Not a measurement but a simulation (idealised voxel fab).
You're looking at the process module voxel air gaps.
This is section cut - it's 210 nm across, gridded in 5 nm square cells.
Cross-section spec: square-cell grid; bands listed top down; each band is one or more rows.
What a band's entry tells you: where the top is and where the bottom is, as heights in nm, and after that what lies inside, material by material from left to right, each with its width in nm. Empty space is written as the word "empty", and a single material marked with the word "full width" occupies the band from edge to edge.
A quick word on heights: they are counted from 0, and under that level the wafer as it came to us is one material throughout. The lowest band is different from the rest in having no bottom; it simply continues downward, written as in "0..down".
A two-number width, for instance "30 to 40", indicates that the width is equal to the first number in the top row of the band and to the second number in the bottom row, and that it changes by a constant amount per row of cells.
"left unchanged" (step): cross-section cells unchanged, all of them.
Heads up: "Closed voids list" only lists the empty pockets with no open path to the top that are 8 cells or more, and it writes them as width x height at distance, distance from the left edge, in nm.
Heads up: the bit after the settings on a step's line is the simulator's remark on that step.
Regarding "overlay nm": on a step with a mask, it is the distance the mask lay to the right of its planned place; a negative value places it to the left.
List of planned process steps:
1. op RECEIVE | material Si
2. op CONFORMAL_DEP | material SiO2 | thk nm 15
3. op CONFORMAL_DEP | material SiCN | thk nm 5
4. op DIRECTIONAL_DEP | material SiO2 | thk nm 40
5. op DIRECTIONAL_DEP | material aC | thk nm 15
6. op PATTERN | tone open | mask id LINES | material resist | width nm 20 | pitch nm 50 | thk nm 35 | overlay nm 0
7. op DIRECTIONAL_ETCH | etch materials aC | depth nm 15
8. op STRIP | etch materials resist
9. op DIRECTIONAL_ETCH | etch materials SiO2 | depth nm 40
10. op STRIP | etch materials aC
11. op CONFORMAL_DEP | material TiN | thk nm 5
12. op FILL_DEP | material Ru | thk nm 10
13. op CMP | height nm 60
14. op EPI | material Ru | thk nm 10
15. op SELECTIVE_ETCH | etch materials SiO2 | depth nm 50
16. op CONFORMAL_DEP | material SiCN | thk nm 5
So this is the incoming wafer in cross-section - it's already been through step 1:
	0..down = Si full width
	Closed voids list: none
The first of the two wafers as seen in cross-section once the module was finished; processing followed the plan:
	75..70 = 5 of empty | 200 of SiCN | 5 of empty
	70..60 = 5 of empty | 5 of SiCN | 40 of Ru | 10 of SiCN | 40 of Ru | 10 of SiCN | 40 of Ru | 10 of SiCN | 40 of Ru | 5 of SiCN | 5 of empty
	60..55 = 5 of empty | 15 of SiCN | 5 of TiN | 10 of Ru | 5 of TiN | 30 of SiCN | 5 of TiN | 10 of Ru | 5 of TiN | 30 of SiCN | 5 of TiN | 10 of Ru | 5 of TiN | 30 of SiCN | 5 of TiN | 10 of Ru | 5 of TiN | 15 of SiCN | 5 of empty
	55..25 = 15 of empty | 5 of SiCN | 5 of TiN | 10 of Ru | 5 of TiN | 5 of SiCN | 20 of empty | 5 of SiCN | 5 of TiN | 10 of Ru | 5 of TiN | 5 of SiCN | 20 of empty | 5 of SiCN | 5 of TiN | 10 of Ru | 5 of TiN | 5 of SiCN | 20 of empty | 5 of SiCN | 5 of TiN | 10 of Ru | 5 of TiN | 5 of SiCN | 15 of empty
	25..20 = 20 of SiCN | 20 of TiN | 30 of SiCN | 20 of TiN | 30 of SiCN | 20 of TiN | 30 of SiCN | 20 of TiN | 20 of SiCN
	20..15 = SiCN full width
	15..0 = SiO2 full width
	0..down = Si full width
	Closed voids list: 20 x 30 at 45; 20 x 30 at 95; 20 x 30 at 145
Cross-sectional view of the second of two wafers upon completion of the module. This wafer shared its starting condition and process plan with the first; one error was made during its execution:
	90..85 = SiCN full width
	85..65 = Ru full width
	65..60 = 25 of TiN | 10 of Ru | 40 of TiN | 10 of Ru | 40 of TiN | 10 of Ru | 40 of TiN | 10 of Ru | 25 of TiN
	60..25 = 20 of SiO2 | 5 of TiN | 10 of Ru | 5 of TiN | 30 of SiO2 | 5 of TiN | 10 of Ru | 5 of TiN | 30 of SiO2 | 5 of TiN | 10 of Ru | 5 of TiN | 30 of SiO2 | 5 of TiN | 10 of Ru | 5 of TiN | 20 of SiO2
	25..20 = 20 of SiO2 | 20 of TiN | 30 of SiO2 | 20 of TiN | 30 of SiO2 | 20 of TiN | 30 of SiO2 | 20 of TiN | 20 of SiO2
	20..15 = SiCN full width
	15..0 = SiO2 full width
	0..down = Si full width
	Closed voids list: none
What went wrong in running the wafer? step 13 of the plan did not run at all; it was left out
The closing comparison, in cells, has the second wafer with more or fewer of some materials than the first: Ru +112; SiCN -112; SiO2 +208; TiN +34
Final closed voids: first wafer 3, second wafer 0.
